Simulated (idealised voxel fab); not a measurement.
process module | voxel gate over fins
cross-section cut | 245 nm wide | cells 5 nm
A cross-section is a grid of square cells, given in bands from the top down. A band is one or more rows of cells.
Each band's line starts with the height of the band's top and of its bottom, in nm. Then come its materials from left to right, each with its width in nm. One material with "throughout" fills the band from edge to edge. "air" is empty space.
Height 0 is the level under which the wafer as received is all one material. The lowest band goes on downwards, as in "0 down".
A width such as "30 to 40" changes by the same amount from each row of cells to the next, from the band's top row to its bottom row.
"no change" after a step means that no cell of the cross-section changed.
closed voids: empty space of 8 cells or more with no open way to the top, each as width x height at its distance from the left edge, in nm
after a step's settings: what the simulator itself notes on the step
overlay nm, on a step with a mask: how far to the right of its planned place the mask lay; to the left if negative
plan
1 op RECEIVE | material Si
2 op CONFORMAL_DEP | material SiN | thk nm 10
3 op DIRECTIONAL_DEP | material aC | thk nm 10
4 op PATTERN | tone cover | mask id FINS | material resist | width nm 15 | pitch nm 55 | thk nm 30 | overlay nm 0
5 op DIRECTIONAL_ETCH | etch materials aC | depth nm 10
6 op STRIP | etch materials resist
7 op DIRECTIONAL_ETCH | etch materials SiN | depth nm 10
8 op DIRECTIONAL_ETCH | etch materials Si | depth nm 40
9 op STRIP | etch materials aC
10 op OXIDIZE | depth nm 5
11 op FILL_DEP | material SiO2 | thk nm 10
12 op CMP | height nm 10
13 op PATTERN | tone open | mask id RAIL | material resist | width nm 15 | thk nm 15 | overlay nm 0
14 op DIRECTIONAL_ETCH | etch materials SiO2 | depth nm 45
15 op STRIP | etch materials resist
16 op CONFORMAL_DEP | material TiN | thk nm 5
17 op FILL_DEP | material Ru | thk nm 10
18 op CMP | height nm 10
19 op SELECTIVE_ETCH | etch materials W Ru TiN | depth nm 30
20 op FILL_DEP | material SiO2 | thk nm 5
21 op CMP | height nm 10
22 op SELECTIVE_ETCH | etch materials SiO2 | depth nm 20
23 op STRIP | etch materials SiN
24 op CONFORMAL_DEP | material HfO2 | thk nm 5
25 op CONFORMAL_DEP | material TiN | thk nm 5
26 op FILL_DEP | material W | thk nm 15
27 op CMP | height nm 20
28 op CONFORMAL_DEP | material SiN | thk nm 5
as received, after step 1
  0 down: Si throughout
  closed voids: none
first wafer at the end, as planned
  25 to 20: SiN throughout
  20 to 10: W throughout
  10 to 5: W 80 | TiN 25 | W 30 | TiN 25 | W 85
  5 to 0: W 80 | TiN 5 | HfO2 15 | TiN 5 | W 30 | TiN 5 | HfO2 15 | TiN 5 | W 85
  0 to -5: TiN 85 | HfO2 5 | Si 5 | HfO2 5 | TiN 40 | HfO2 5 | Si 5 | HfO2 5 | TiN 90
  -5 to -10: HfO2 90 | Si 5 | HfO2 50 | Si 5 | HfO2 95
  -10 to -20: SiO2 90 | Si 5 | SiO2 50 | Si 5 | SiO2 95
  -20 to -30: SiO2 90 | Si 5 | SiO2 15 | TiN 5 | Ru 5 | TiN 5 | SiO2 20 | Si 5 | SiO2 95
  -30 to -35: SiO2 90 | Si 5 | SiO2 15 | TiN 15 | SiO2 20 | Si 5 | SiO2 95
  -35 to -45: SiO2 90 | Si 5 | SiO2 50 | Si 5 | SiO2 95
  -45 down: Si throughout
  closed voids: none
second wafer at the end: like start, like plan, one mistake
  25 to 20: SiN throughout
  20 to 10: W throughout
  10 to 5: W 80 | TiN 25 | W 30 | TiN 25 | W 85
  5 to 0: W 80 | TiN 5 | HfO2 15 | TiN 5 | W 30 | TiN 5 | HfO2 15 | TiN 5 | W 85
  0 to -5: TiN 85 | HfO2 5 | Si 5 | HfO2 5 | TiN 40 | HfO2 5 | Si 5 | HfO2 5 | TiN 90
  -5 to -10: HfO2 90 | Si 5 | HfO2 50 | Si 5 | HfO2 95
  -10 to -20: SiO2 90 | Si 5 | SiO2 50 | Si 5 | SiO2 95
  -20 to -30: Ru 80 | TiN 5 | SiO2 5 | Si 5 | SiO2 5 | TiN 10 | SiO2 15 | TiN 5 | Ru 5 | TiN 5 | SiO2 5 | Si 5 | SiO2 5 | TiN 5 | Ru 85
  -30 to -35: TiN 85 | SiO2 5 | Si 5 | SiO2 5 | TiN 10 | SiO2 15 | TiN 15 | SiO2 5 | Si 5 | SiO2 5 | TiN 90
  -35 to -45: SiO2 90 | Si 5 | SiO2 50 | Si 5 | SiO2 95
  -45 down: Si throughout
  closed voids: none
what went wrong: step 13 ran as: op PATTERN | tone cover | mask id RAIL | material resist | width nm 15 | thk nm 15 | overlay nm 0
at the end the second wafer has, in cells: 66 more of Ru | 111 fewer of SiO2 | 45 more of TiN
